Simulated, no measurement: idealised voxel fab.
process module | voxel self aligned vias
cross-section cut | 280 nm wide | cells 5 nm
A cross-section is a grid of square cells, given in bands from the top down. A band is one or more rows of cells.
Each band's line starts with the height of the band's top and of its bottom, in nm. Then come its materials from left to right, each with its width in nm. One material with "throughout" fills the band from edge to edge. "air" is empty space.
Height 0 is the level under which the wafer as received is all one material. The lowest band goes on downwards, as in "0 down".
A width such as "30 to 40" changes by the same amount from each row of cells to the next, from the band's top row to its bottom row.
"no change" after a step means that no cell of the cross-section changed.
closed voids: empty space of 8 cells or more with no open way to the top, each as width x height at its distance from the left edge, in nm
after a step's settings: what the simulator itself notes on the step
overlay nm, on a step with a mask: how far to the right of its planned place the mask lay; to the left if negative
plan
1 op RECEIVE | material Si
2 op CONFORMAL_DEP | material SiO2 | thk nm 10
3 op CONFORMAL_DEP | material SiCN | thk nm 5
4 op DIRECTIONAL_DEP | material lowk | thk nm 20
5 op MASKED_ETCH | tone open | mask id LINES | width nm 20 | pitch nm 65 | etch materials lowk | depth nm 20 | overlay nm 0
6 op CONFORMAL_DEP | material TiN | thk nm 5
7 op FILL_DEP | material W | thk nm 10
8 op CMP | height nm 35
9 op SELECTIVE_ETCH | etch materials W Ru TiN | depth nm 5
10 op FILL_DEP | material SiN | thk nm 10
11 op CMP | height nm 35
12 op DIRECTIONAL_DEP | material lowk | thk nm 20
13 op PATTERN | tone open | mask id VIAS | material resist | width nm 40 | thk nm 15 | overlay nm 0
14 op DIRECTIONAL_ETCH | etch materials lowk | depth nm 20
15 op DIRECTIONAL_ETCH | etch materials SiN | depth nm 5
16 op STRIP | etch materials resist
17 op CONFORMAL_DEP | material TiN | thk nm 5
18 op FILL_DEP | material Ru | thk nm 5
19 op CMP | height nm 55
20 op CONFORMAL_DEP | material SiN | thk nm 5
varied across the wafers: thk nm of step 17. The plan shows the first wafer's value. All wafers start alike
first wafer as received, after step 1
  0 down: Si throughout
  closed voids: none
first wafer at the end, after step 20
  60 to 55: SiN throughout
  55 to 40: lowk 85 | TiN 5 | Ru 30 | TiN 5 | lowk 155
  40 to 35: lowk 85 | TiN 15 | Ru 10 | TiN 15 | lowk 155
  35 to 30: lowk 95 | TiN 20 | lowk 45 | SiN 20 | lowk 100
  30 to 20: lowk 95 | TiN 5 | W 10 | TiN 5 | lowk 45 | TiN 5 | W 10 | TiN 5 | lowk 100
  20 to 15: lowk 95 | TiN 20 | lowk 45 | TiN 20 | lowk 100
  15 to 10: SiCN throughout
  10 to 0: SiO2 throughout
  0 down: Si throughout
  closed voids: none
last wafer at the end
  60 to 55: SiN throughout
  55 to 35: lowk 85 | TiN 40 | lowk 155
  35 to 30: lowk 95 | TiN 20 | lowk 45 | SiN 20 | lowk 100
  30 to 20: lowk 95 | TiN 5 | W 10 | TiN 5 | lowk 45 | TiN 5 | W 10 | TiN 5 | lowk 100
  20 to 15: lowk 95 | TiN 20 | lowk 45 | TiN 20 | lowk 100
  15 to 10: SiCN throughout
  10 to 0: SiO2 throughout
  0 down: Si throughout
  closed voids: none
each wafer at the end: cells of each material gained (+) or lost (-) since it was received, then its closed voids
thk nm 5 | +20 Ru | +56 SiCN | +60 SiN | +112 SiO2 | +32 TiN | +8 W | +384 lowk | closed voids: none
thk nm 10 | +8 Ru | +56 SiCN | +60 SiN | +112 SiO2 | +44 TiN | +8 W | +384 lowk | closed voids: none
thk nm 15 | +2 Ru | +56 SiCN | +60 SiN | +112 SiO2 | +50 TiN | +8 W | +384 lowk | closed voids: none
thk nm 20 | +56 SiCN | +60 SiN | +112 SiO2 | +52 TiN | +8 W | +384 lowk | closed voids: none
